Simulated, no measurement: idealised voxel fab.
process module | voxel quadruple lines
cross-section cut | 155 nm wide | cells 5 nm
A cross-section is a grid of square cells, given in bands from the top down. A band is one or more rows of cells.
Each band's line starts with the height of the band's top and of its bottom, in nm. Then come its materials from left to right, each with its width in nm. One material with "throughout" fills the band from edge to edge. "air" is empty space.
Height 0 is the level under which the wafer as received is all one material. The lowest band goes on downwards, as in "0 down".
A width such as "30 to 40" changes by the same amount from each row of cells to the next, from the band's top row to its bottom row.
"no change" after a step means that no cell of the cross-section changed.
closed voids: empty space of 8 cells or more with no open way to the top, each as width x height at its distance from the left edge, in nm
after a step's settings: what the simulator itself notes on the step
overlay nm, on a step with a mask: how far to the right of its planned place the mask lay; to the left if negative
plan
1 op RECEIVE | material Si
2 op CONFORMAL_DEP | material SiO2 | thk nm 5
3 op DIRECTIONAL_DEP | material W | thk nm 10
4 op DIRECTIONAL_DEP | material polySi | thk nm 15
5 op DIRECTIONAL_DEP | material aC | thk nm 20
6 op PATTERN | tone cover | mask id MANDREL | material resist | width nm 35 | thk nm 30 | overlay nm 0
7 op DIRECTIONAL_ETCH | etch materials aC | depth nm 20
8 op STRIP | etch materials resist
9 op CONFORMAL_DEP | material SiO2 | thk nm 15
10 op DIRECTIONAL_ETCH | etch materials SiO2 | depth nm 15
11 op STRIP | etch materials aC
12 op DIRECTIONAL_ETCH | etch materials polySi | depth nm 15
13 op STRIP | etch materials SiO2
14 op CONFORMAL_DEP | material SiCN | thk nm 10
15 op DIRECTIONAL_ETCH | etch materials SiCN | depth nm 10
16 op STRIP | etch materials polySi
17 op DIRECTIONAL_ETCH | etch materials W | depth nm 10
18 op STRIP | etch materials SiCN
first wafer, as planned
as received, after step 1
  0 down: Si throughout
  closed voids: none
after step 2
  5 to 0: SiO2 throughout
  below 0: unchanged
after step 3
  15 to 5: W throughout
  below 5: unchanged
after step 4
  30 to 15: polySi throughout
  below 15: unchanged
after step 5
  50 to 30: aC throughout
  below 30: unchanged
after step 6
  80 to 50: air 60 | resist 35 | air 60
  below 50: unchanged
after step 7
  60 to 50: air 60 | resist 35 | air 60
  50 to 30: air 60 | aC 35 | air 60
  below 30: unchanged
after step 8
  50 to 30: air 60 | aC 35 | air 60
  below 30: unchanged
after step 9
  65 to 50: air 45 | SiO2 65 | air 45
  50 to 45: air 45 | SiO2 15 | aC 35 | SiO2 15 | air 45
  45 to 30: SiO2 60 | aC 35 | SiO2 60
  below 30: unchanged
after step 10
  50 to 30: air 45 | SiO2 15 | aC 35 | SiO2 15 | air 45
  below 30: unchanged
after step 11
  50 to 30: air 45 | SiO2 15 | air 35 | SiO2 15 | air 45
  below 30: unchanged
after step 12
  50 to 30: air 45 | SiO2 15 | air 35 | SiO2 15 | air 45
  30 to 15: air 45 | polySi 15 | air 35 | polySi 15 | air 45
  below 15: unchanged
after step 13
  30 to 15: air 45 | polySi 15 | air 35 | polySi 15 | air 45
  below 15: unchanged
after step 14
  40 to 30: air 35 | SiCN 35 | air 15 | SiCN 35 | air 35
  30 to 25: air 35 | SiCN 10 | polySi 15 | SiCN 10 | air 15 | SiCN 10 | polySi 15 | SiCN 10 | air 35
  25 to 15: SiCN 45 | polySi 15 | SiCN 35 | polySi 15 | SiCN 45
  below 15: unchanged
after step 15
  30 to 15: air 35 | SiCN 10 | polySi 15 | SiCN 10 | air 15 | SiCN 10 | polySi 15 | SiCN 10 | air 35
  below 15: unchanged
after step 16
  30 to 15: air 35 | SiCN 10 | air 15 | SiCN 10 | air 15 | SiCN 10 | air 15 | SiCN 10 | air 35
  below 15: unchanged
after step 17
  30 to 15: air 35 | SiCN 10 | air 15 | SiCN 10 | air 15 | SiCN 10 | air 15 | SiCN 10 | air 35
  15 to 5: air 35 | W 10 | air 15 | W 10 | air 15 | W 10 | air 15 | W 10 | air 35
  below 5: unchanged
after step 18
  15 to 5: air 35 | W 10 | air 15 | W 10 | air 15 | W 10 | air 15 | W 10 | air 35
  below 5: unchanged
second wafer: like start, like plan, one mistake. Through step 13 it matches the first wafer
when step 14 should have ended
  35 to 30: air 40 | SiCN 25 | air 25 | SiCN 25 | air 40
  30 to 20: air 40 | SiCN 5 | polySi 15 | SiCN 5 | air 25 | SiCN 5 | polySi 15 | SiCN 5 | air 40
  20 to 15: SiCN 45 | polySi 15 | SiCN 35 | polySi 15 | SiCN 45
  below 15: unchanged
when step 15 should have ended
  30 to 25: air 45 | polySi 15 | air 35 | polySi 15 | air 45
  25 to 15: air 40 | SiCN 5 | polySi 15 | SiCN 5 | air 25 | SiCN 5 | polySi 15 | SiCN 5 | air 40
  below 15: unchanged
when step 16 should have ended
  25 to 15: air 40 | SiCN 5 | air 15 | SiCN 5 | air 25 | SiCN 5 | air 15 | SiCN 5 | air 40
  below 15: unchanged
when step 17 should have ended
  25 to 15: air 40 | SiCN 5 | air 15 | SiCN 5 | air 25 | SiCN 5 | air 15 | SiCN 5 | air 40
  15 to 5: air 40 | W 5 | air 15 | W 5 | air 25 | W 5 | air 15 | W 5 | air 40
  below 5: unchanged
when step 18 should have ended
  15 to 5: air 40 | W 5 | air 15 | W 5 | air 25 | W 5 | air 15 | W 5 | air 40
  below 5: unchanged
what went wrong: step 14 ran as: op CONFORMAL_DEP | material SiCN | thk nm 5
at the end the second wafer has, in cells: 8 fewer of W
